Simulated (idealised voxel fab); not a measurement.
This section sets out a process module, namely voxel transistor to metal.
Pictured: cross-section cut, 215 nm wide, on a grid of 5 nm square cells.
Cross-sections here: square-cell grids, written as top-down lists of bands, a band being one or more rows of cells.
Heads up on the band format: heights come first, top then bottom, in nm. After that it's the materials left to right, each with its width in nm. A single material flagged "all across" fills the whole band edge to edge, and "air" means there's empty space there.
Heads up on the height convention: 0 is the point under which the incoming wafer is all one material, and the lowest band has no bottom, it just keeps going down, like "top 0, no bottom".
A two-number width, for instance "30..40", indicates that the width is equal to the first number in the top row of the band and to the second number in the bottom row, and that it changes by a constant amount per row of cells.
Any step labelled "no alteration" changed none of the cells in the cross-section.
This entry, "Closed void list", enumerates those empty regions of no fewer than 8 cells that possess no open connection to the top. Each region is reported in the form width x height at distance, the distance being taken from the left edge, with all three quantities expressed in nm.
On a step's line, text after the settings is the simulator commenting on that step.
If you see "overlay nm" on a step's line and that step has a mask, it's telling you how far right of where it was planned the mask ended up; a negative number means it went left instead.
**The following list gives the planned process steps**
step 1: RECEIVE with material Si
step 2: OXIDIZE with depth nm 5
step 3: CONFORMAL_DEP with material SiN, thk nm 10
step 4: DIRECTIONAL_DEP with material aC, thk nm 10
step 5: PATTERN with tone cover, mask id ACTIVE, material resist, width nm 120, thk nm 25, overlay nm 0
step 6: DIRECTIONAL_ETCH with etch materials aC, depth nm 10
step 7: STRIP with etch materials resist
step 8: DIRECTIONAL_ETCH with etch materials SiN, depth nm 10
step 9: DIRECTIONAL_ETCH with etch materials SiO2, depth nm 5
step 10: DIRECTIONAL_ETCH with etch materials Si, depth nm 25
step 11: STRIP with etch materials aC
step 12: FILL_DEP with material SiO2, thk nm 15
step 13: CMP with height nm 10
step 14: SELECTIVE_ETCH with etch materials SiO2, depth nm 5
step 15: STRIP with etch materials SiN
step 16: SELECTIVE_ETCH with etch materials SiO2, depth nm 5
step 17: OXIDIZE with depth nm 5
step 18: DIRECTIONAL_DEP with material polySi, thk nm 20
step 19: DIRECTIONAL_DEP with material SiCN, thk nm 10
step 20: MASKED_ETCH with tone cover, mask id GATE, width nm 30, etch materials SiCN, depth nm 20, overlay nm 0
step 21: MASKED_ETCH with tone cover, mask id GATE, width nm 30, etch materials polySi, depth nm 30, overlay nm 0
step 22: CONFORMAL_DEP with material SiO2, thk nm 5
step 23: DIRECTIONAL_ETCH with etch materials SiO2, depth nm 5
step 24: CONFORMAL_DEP with material SiN, thk nm 5
step 25: DIRECTIONAL_ETCH with etch materials SiN, depth nm 5
step 26: DIRECTIONAL_ETCH with etch materials SiO2, depth nm 5
step 27: EPI with material pSi, thk nm 5
step 28: FILL_DEP with material SiO2, thk nm 10
step 29: CMP with height nm 15
step 30: STRIP with etch materials polySi
step 31: SELECTIVE_ETCH with etch materials SiO2, depth nm 5
step 32: CONFORMAL_DEP with material HfO2, thk nm 5
step 33: CONFORMAL_DEP with material TiN, thk nm 5
step 34: FILL_DEP with material W, thk nm 10
step 35: CMP with height nm 10
step 36: DIRECTIONAL_DEP with material SiO2, thk nm 15
step 37: MASKED_ETCH with tone open, mask id CONTACT, width nm 20, pitch nm 90, etch materials SiO2, depth nm 30, overlay nm 0
step 38: CONFORMAL_DEP with material TiN, thk nm 5
step 39: FILL_DEP with material W, thk nm 10
step 40: CMP with height nm 25
step 41: CONFORMAL_DEP with material SiN, thk nm 5
step 42: DIRECTIONAL_DEP with material SiO2, thk nm 20
step 43: MASKED_ETCH with tone open, mask id METAL_1, width nm 20, pitch nm 90, etch materials SiO2, depth nm 20, overlay nm 0
step 44: MASKED_ETCH with tone open, mask id METAL_1, width nm 20, pitch nm 90, etch materials SiN, depth nm 5, overlay nm 0
step 45: CONFORMAL_DEP with material TiN, thk nm 5
step 46: FILL_DEP with material Ru, thk nm 5
step 47: CMP with height nm 50
step 48: CONFORMAL_DEP with material SiCN, thk nm 5
**Cross-section of the incoming wafer, state after step 1**
> top 0, no bottom | Si all across
> Closed void list: none
**Here's the cross-section of the first of our two wafers at the end of the module - it ran as planned**
> top 55, bottom 50 | SiCN all across
> top 50, bottom 30 | SiO2=50, TiN=5, Ru=10, TiN=5, SiO2=70, TiN=5, Ru=10, TiN=5, SiO2=55
> top 30, bottom 25 | SiN=50, TiN=20, SiN=70, TiN=20, SiN=55
> top 25, bottom 10 | SiO2=50, TiN=5, W=10, TiN=5, SiO2=70, TiN=5, W=10, TiN=5, SiO2=55
> top 10, bottom 0 | SiO2=50, TiN=5, W=10, TiN=5, SiO2=10, SiN=5, HfO2=5, TiN=5, W=20, TiN=5, HfO2=5, SiN=5, SiO2=10, TiN=5, W=10, TiN=5, SiO2=55
> top 0, bottom -5 | SiO2=45, SiN=5, TiN=20, SiO2=10, SiN=5, HfO2=5, TiN=30, HfO2=5, SiN=5, SiO2=10, TiN=20, SiN=5, SiO2=50
> top -5, bottom -10 | SiO2=50, pSi=30, SiO2=5, HfO2=40, SiO2=5, pSi=30, SiO2=55
> top -10, bottom -30 | SiO2=45, Si=120, SiO2=50
> top -30, no bottom | Si all across
> Closed void list: none
**Cross-section, second wafer: same start as the first, same plan as the first, one mistake in running it; taken at the end of the module**
> top 55, bottom 50 | SiCN all across
> top 50, bottom 30 | SiO2=50, TiN=5, Ru=10, TiN=5, SiO2=70, TiN=5, Ru=10, TiN=5, SiO2=55
> top 30, bottom 25 | SiN=50, TiN=20, SiN=70, TiN=20, SiN=55
> top 25, bottom 10 | SiO2=50, TiN=5, W=10, TiN=5, SiO2=70, TiN=5, W=10, TiN=5, SiO2=55
> top 10, bottom 0 | SiO2=50, TiN=5, W=10, TiN=5, SiO2=10, SiN=5, HfO2=5, TiN=5, W=20, TiN=5, HfO2=5, SiN=5, SiO2=10, TiN=5, W=10, TiN=5, SiO2=55
> top 0, bottom -5 | SiO2=45, SiN=5, TiN=20, SiO2=10, SiN=5, HfO2=5, TiN=30, HfO2=5, SiN=5, SiO2=10, TiN=20, SiN=5, SiO2=50
> top -5, bottom -10 | SiO2=50, pSi=30, SiO2=5, HfO2=40, SiO2=5, pSi=30, SiO2=55
> top -10, bottom -55 | SiO2=45, Si=120, SiO2=50
> top -55, no bottom | Si all across
> Closed void list: none
Deviation noted in wafer processing: step 10 of the plan was twice carried out
End check, counted in cells, second wafer has more or fewer of these materials than the first: Si -95 | SiO2 +95
